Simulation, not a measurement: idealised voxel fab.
The process module that follows is named voxel fin reveal.
Section cut is 285 nm wide and gridded with 5 nm square cells.
In this document a cross-section is written as a grid of square cells. It is given as a series of bands, listed from the top down, and a band is one or more rows of cells.
Band: top and bottom heights (nm) first, top before bottom; then materials from left to right, widths in nm. "edge to edge" marks a sole material filling the band edge to edge. "blank" denotes empty space.
Basically, 0 is our baseline, since under it the wafer straight out of the box is all one material. The bottom band has no lower end and keeps on going down, so it looks like "0..down".
Note: "30..40" means the width goes from the first number (top row of the band) to the second number (bottom row) in equal steps per row of cells.
Take "no alteration" at face value: in the step it is given for, the cross-section changed in none of its cells.
For the entry "Cavities, closed", the listed items are empty spaces with no open way to the top whose size is 8 cells or more; each item follows the pattern width x height at distance, where distance is from the left edge and all three are in nm.
On a step's line, text after the settings is the simulator commenting on that step.
Each step line may optionally specify "overlay nm", which for a step with a mask gives the rightward distance between the mask's planned place and where it lay, a negative value indicating the leftward direction.

The steps planned for the process are as follows
1. RECEIVE, material Si
2. CONFORMAL_DEP, material SiN, thk nm 10
3. DIRECTIONAL_DEP, material aC, thk nm 15
4. PATTERN, tone cover, mask id FINS, material resist, width nm 15, pitch nm 40, thk nm 30, overlay nm 0
5. DIRECTIONAL_ETCH, etch materials aC, depth nm 15
6. STRIP, etch materials resist
7. DIRECTIONAL_ETCH, etch materials SiN, depth nm 10
8. DIRECTIONAL_ETCH, etch materials Si, depth nm 35
9. STRIP, etch materials aC
10. FILL_DEP, material SiO2, thk nm 10
11. CMP, height nm 10
12. SELECTIVE_ETCH, etch materials SiO2, depth nm 20
13. STRIP, etch materials SiN
14. CONFORMAL_DEP, material HfO2, thk nm 5

This is the cross-section of the wafer as we received it, i.e. after step 1
  0..down: Si edge to edge
  Cavities, closed: none

Cross-section: first of two wafers, module finished, run according to plan
  5..0: blank=90, then HfO2=25, then blank=15, then HfO2=25, then blank=15, then HfO2=25, then blank=90
  0..-5: blank=90, then HfO2=5, then Si=15, then HfO2=5, then blank=15, then HfO2=5, then Si=15, then HfO2=5, then blank=15, then HfO2=5, then Si=15, then HfO2=5, then blank=90
  -5..-10: HfO2=95, then Si=15, then HfO2=25, then Si=15, then HfO2=25, then Si=15, then HfO2=95
  -10..-35: SiO2=95, then Si=15, then SiO2=25, then Si=15, then SiO2=25, then Si=15, then SiO2=95
  -35..down: Si edge to edge
  Cavities, closed: none

So this is wafer number two of the two, cut at the end of the module - it started where the first did and had the same plan, we just got one thing wrong running it
  5..0: blank=90, then SiN=25, then blank=15, then SiN=25, then blank=15, then SiN=25, then blank=90
  0..-5: blank=90, then SiN=5, then Si=15, then SiN=5, then blank=15, then SiN=5, then Si=15, then SiN=5, then blank=15, then SiN=5, then Si=15, then SiN=5, then blank=90
  -5..-10: SiN=95, then Si=15, then SiN=25, then Si=15, then SiN=25, then Si=15, then SiN=95
  -10..-35: SiO2=95, then Si=15, then SiO2=25, then Si=15, then SiO2=25, then Si=15, then SiO2=95
  -35..down: Si edge to edge
  Cavities, closed: none
Heads up, the wafer didn't run the way we planned it: planned and actual differ for step 14; actual: CONFORMAL_DEP, material SiN, thk nm 5
Final comparison by cell count, materials where the second wafer has more or fewer than the first: -69 HfO2 | +69 SiN
